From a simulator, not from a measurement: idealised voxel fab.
This section sets out a process module, namely voxel plated lines.
cross-section cut | 190 nm wide | cells 5 nm
Heads up, the way a cross-section reads in here is a grid of square cells, handed over as bands from the top down, with every band being one or more rows of cells.
Each band's line starts with the height of the band's top and of its bottom, in nm. Then come its materials from left to right, each with its width in nm. One material with "throughout" fills the band from edge to edge. "empty" is empty space.
It should be noted that heights are counted from 0, beneath which the wafer as supplied is of one material throughout, and that the lowest band possesses no lower boundary but continues downward, as written in "z 0 and below".
Read "30 to 40" as a graded width: first number on top, second number at the bottom, same change between each pair of neighbouring rows.
A step reported as "changes: none" is a step in which no cell of the cross-section changed.
"Non-vented voids": sealed empty spaces, 8 cells or more, no open way to top, listed width x height at distance, with distance from the left edge and width, height and distance in nm.
Anything after a step's settings on that line? It's the simulator's own note about the step.
overlay nm: mask offset rightward from planned place, masked step; negative means leftward offset.

-- Planned step list for the process
1 RECEIVE [material Si]
2 CONFORMAL_DEP [material Al2O3] [thk nm 15]
3 DIRECTIONAL_DEP [material TiN] [thk nm 5]
4 PATTERN [tone open] [mask id LINES] [material resist] [width nm 20] [pitch nm 40] [thk nm 15] [overlay nm 0]
5 EPI [material Ru] [thk nm 10]
6 STRIP [etch materials resist]
7 DIRECTIONAL_ETCH [etch materials TiN] [depth nm 5]
8 CONFORMAL_DEP [material SiCN] [thk nm 5]

-- Cross-section: wafer on arrival = after step 1
	z 0 and below = Si throughout
	Non-vented voids: none

-- First of two wafers, end-of-module section, run followed plan
	z 35 to 30 = 40 empty  30 SiCN  10 empty  30 SiCN  10 empty  30 SiCN  40 empty
	z 30 to 20 = 40 empty  5 SiCN  20 Ru  5 SiCN  10 empty  5 SiCN  20 Ru  5 SiCN  10 empty  5 SiCN  20 Ru  5 SiCN  40 empty
	z 20 to 15 = 45 SiCN  20 TiN  20 SiCN  20 TiN  20 SiCN  20 TiN  45 SiCN
	z 15 to 0 = Al2O3 throughout
	z 0 and below = Si throughout
	Non-vented voids: none

-- What the second wafer looks like in cross-section once the module is done. Its start and its plan matched the first wafer's exactly; what differed was one mistake in how it was run
	z 35 to 30 = 45 empty  30 SiCN  10 empty  30 SiCN  10 empty  30 SiCN  35 empty
	z 30 to 20 = 45 empty  5 SiCN  20 Ru  5 SiCN  10 empty  5 SiCN  20 Ru  5 SiCN  10 empty  5 SiCN  20 Ru  5 SiCN  35 empty
	z 20 to 15 = 50 SiCN  20 TiN  20 SiCN  20 TiN  20 SiCN  20 TiN  40 SiCN
	z 15 to 0 = Al2O3 throughout
	z 0 and below = Si throughout
	Non-vented voids: none
Want to know what went wrong? step 4 ran as: PATTERN [tone open] [mask id LINES] [material resist] [width nm 20] [pitch nm 40] [thk nm 15] [overlay nm 5]
At the close, every material occupies the same number of cells on the second wafer as on the first, only in different positions.
